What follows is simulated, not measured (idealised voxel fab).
process module | voxel gate over fins
cross-section cut | 240 nm wide | cells 5 nm
A cross-section is a grid of square cells, given in bands from the top down. A band is one or more rows of cells.
Each band's line starts with the height of the band's top and of its bottom, in nm. Then come its materials from left to right, each with its width in nm. One material with "throughout" fills the band from edge to edge. "air" is empty space.
Height 0 is the level under which the wafer as received is all one material. The lowest band goes on downwards, as in "0 down".
A width such as "30 to 40" changes by the same amount from each row of cells to the next, from the band's top row to its bottom row.
"no change" after a step means that no cell of the cross-section changed.
closed voids: empty space of 8 cells or more with no open way to the top, each as width x height at its distance from the left edge, in nm
after a step's settings: what the simulator itself notes on the step
overlay nm, on a step with a mask: how far to the right of its planned place the mask lay; to the left if negative
plan
1 op RECEIVE | material Si
2 op CONFORMAL_DEP | material SiN | thk nm 10
3 op MASKED_ETCH | tone cover | mask id FINS | width nm 15 | pitch nm 60 | etch materials SiN | depth nm 10 | overlay nm 0
4 op MASKED_ETCH | tone cover | mask id FINS | width nm 15 | pitch nm 60 | etch materials Si | depth nm 40 | overlay nm 0
5 op FILL_DEP | material SiO2 | thk nm 15
6 op CMP | height nm 10
7 op PATTERN | tone open | mask id RAIL | material resist | width nm 15 | thk nm 15 | overlay nm 0
8 op DIRECTIONAL_ETCH | etch materials SiO2 | depth nm 45
9 op STRIP | etch materials resist
10 op CONFORMAL_DEP | material TiN | thk nm 5
11 op FILL_DEP | material W | thk nm 5
12 op CMP | height nm 10
13 op SELECTIVE_ETCH | etch materials W Ru TiN | depth nm 30
14 op FILL_DEP | material SiO2 | thk nm 5
15 op CMP | height nm 10
16 op SELECTIVE_ETCH | etch materials SiO2 | depth nm 25
17 op STRIP | etch materials SiN
18 op CONFORMAL_DEP | material HfO2 | thk nm 5
19 op CONFORMAL_DEP | material TiN | thk nm 5
20 op FILL_DEP | material W | thk nm 10
21 op CMP | height nm 15
22 op CONFORMAL_DEP | material SiN | thk nm 10
as received, after step 1
  0 down: Si throughout
  closed voids: none
first wafer at the end, as planned
  25 to 15: SiN throughout
  15 to 10: W throughout
  10 to 5: W 70 | TiN 35 | W 25 | TiN 35 | W 75
  5 to 0: W 70 | TiN 5 | HfO2 25 | TiN 5 | W 25 | TiN 5 | HfO2 25 | TiN 5 | W 75
  0 to -5: W 70 | TiN 5 | HfO2 5 | Si 15 | HfO2 5 | TiN 5 | W 25 | TiN 5 | HfO2 5 | Si 15 | HfO2 5 | TiN 5 | W 75
  -5 to -10: TiN 75 | HfO2 5 | Si 15 | HfO2 5 | TiN 35 | HfO2 5 | Si 15 | HfO2 5 | TiN 80
  -10 to -15: HfO2 80 | Si 15 | HfO2 45 | Si 15 | HfO2 85
  -15 to -20: SiO2 80 | Si 15 | SiO2 45 | Si 15 | SiO2 85
  -20 to -30: SiO2 80 | Si 15 | SiO2 15 | TiN 5 | W 5 | TiN 5 | SiO2 15 | Si 15 | SiO2 85
  -30 to -35: SiO2 80 | Si 15 | SiO2 15 | TiN 15 | SiO2 15 | Si 15 | SiO2 85
  -35 to -40: SiO2 80 | Si 15 | SiO2 45 | Si 15 | SiO2 85
  -40 down: Si throughout
  closed voids: none
second wafer at the end: like start, like plan, one mistake
  25 to 15: SiN throughout
  15 to 10: W throughout
  10 to 5: W 70 | TiN 35 | W 25 | TiN 35 | W 75
  5 to 0: W 70 | TiN 5 | HfO2 25 | TiN 5 | W 25 | TiN 5 | HfO2 25 | TiN 5 | W 75
  0 to -5: W 70 | TiN 5 | HfO2 5 | Si 15 | HfO2 5 | TiN 5 | W 25 | TiN 5 | HfO2 5 | Si 15 | HfO2 5 | TiN 5 | W 75
  -5 to -10: TiN 75 | HfO2 5 | Si 15 | HfO2 5 | TiN 35 | HfO2 5 | Si 15 | HfO2 5 | TiN 80
  -10 to -15: HfO2 80 | Si 15 | HfO2 45 | Si 15 | HfO2 85
  -15 to -20: SiO2 80 | Si 15 | SiO2 45 | Si 15 | SiO2 85
  -20 to -30: W 75 | TiN 5 | Si 15 | TiN 5 | W 5 | TiN 5 | SiO2 15 | TiN 5 | W 5 | TiN 5 | Si 15 | TiN 5 | W 80
  -30 to -35: TiN 80 | Si 15 | TiN 15 | SiO2 15 | TiN 15 | Si 15 | TiN 85
  -35 to -40: SiO2 80 | Si 15 | SiO2 45 | Si 15 | SiO2 85
  -40 down: Si throughout
  closed voids: none
what went wrong: step 7 ran as: op PATTERN | tone cover | mask id RAIL | material resist | width nm 15 | thk nm 15 | overlay nm 0
at the end the second wafer has, in cells: 108 fewer of SiO2 | 44 more of TiN | 64 more of W
